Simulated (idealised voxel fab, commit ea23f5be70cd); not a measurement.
The name of this process module is voxel gate over fins.
FYI the section here is cut, 230 nm wide, cells are 5 nm squares.
If you're reading a cross-section in this doc, picture square cells in a grid; it comes to you as bands, top ones listed first down to the bottom, and a band can be one or more rows of cells. Basically the band line says how high the top is and how high the bottom is, in nm, and then what's in it from left to right, every material with its width in nm. Empty space shows up as "air", and if a single material carries "edge to edge" it runs the full band edge to edge. The level at which height equals 0 is the one under which the wafer, as it arrives, is entirely one material. No lower edge exists for the bottom band, which continues downward and is notated as in "top 0, no bottom". So if you see something like "30..40" for the width, read it as the top row of the band sitting at the first number and the bottom row at the second, with every row in between moving by the same amount as the last. "nothing was modified" for a step: no cell of the cross-section changed in that step. For the entry "Tabulated closed voids", the listed items are empty spaces with no open way to the top whose size is 8 cells or more; each item follows the pattern width x height at distance, where distance is from the left edge and all three are in nm. Anything after a step's settings on that line? It's the simulator's own note about the step. overlay nm: for a step with a mask, the amount by which the mask lay right of where it was planned; a negative amount means left of it.

### This section lists the process steps that were planned
step 1: op RECEIVE | material Si
step 2: op CONFORMAL_DEP | material SiN | thk nm 10
step 3: op MASKED_ETCH | tone cover | mask id FINS | width nm 15 | pitch nm 40 | etch materials SiN | depth nm 10 | overlay nm 0
step 4: op MASKED_ETCH | tone cover | mask id FINS | width nm 15 | pitch nm 40 | etch materials Si | depth nm 30 | overlay nm 0
step 5: op OXIDIZE | depth nm 5
step 6: op FILL_DEP | material SiO2 | thk nm 5
step 7: op CMP | height nm 10
step 8: op SELECTIVE_ETCH | etch materials SiO2 | depth nm 25
step 9: op STRIP | etch materials SiN
step 10: op CONFORMAL_DEP | material HfO2 | thk nm 5
step 11: op CONFORMAL_DEP | material TiN | thk nm 5
step 12: op FILL_DEP | material W | thk nm 10
step 13: op CMP | height nm 15
step 14: op CONFORMAL_DEP | material SiCN | thk nm 10

### Cross-section of the wafer upon arrival, representing the state reached after step 1
    top 0, no bottom = Si edge to edge
    Tabulated closed voids: none

### What the wafer looks like in cross-section after this module, when it starts as shown above and follows the plan above but one mistake is made in running it
    top 25, bottom 15 = SiCN edge to edge
    top 15, bottom 10 = W edge to edge
    top 10, bottom 5 = W: 70 | TiN: 25 | W: 15 | TiN: 25 | W: 95
    top 5, bottom 0 = W: 70 | TiN: 5 | HfO2: 15 | TiN: 15 | W: 5 | TiN: 5 | HfO2: 15 | TiN: 15 | W: 85
    top 0, bottom -5 = W: 70 | TiN: 5 | HfO2: 5 | Si: 5 | HfO2: 15 | TiN: 5 | W: 5 | TiN: 5 | HfO2: 5 | Si: 5 | HfO2: 15 | TiN: 5 | W: 85
    top -5, bottom -10 = TiN: 75 | HfO2: 5 | Si: 15 | HfO2: 5 | TiN: 15 | HfO2: 5 | Si: 15 | HfO2: 5 | TiN: 90
    top -10, bottom -15 = HfO2: 80 | Si: 15 | HfO2: 25 | Si: 15 | HfO2: 95
    top -15, bottom -35 = SiO2: 80 | Si: 15 | SiO2: 25 | Si: 15 | SiO2: 95
    top -35, no bottom = Si edge to edge
    Tabulated closed voids: none
Finding, execution versus plan: step 3 changed vs plan, executed as op MASKED_ETCH | tone cover | mask id FINS | width nm 15 | pitch nm 40 | etch materials SiN | depth nm 10 | overlay nm -10
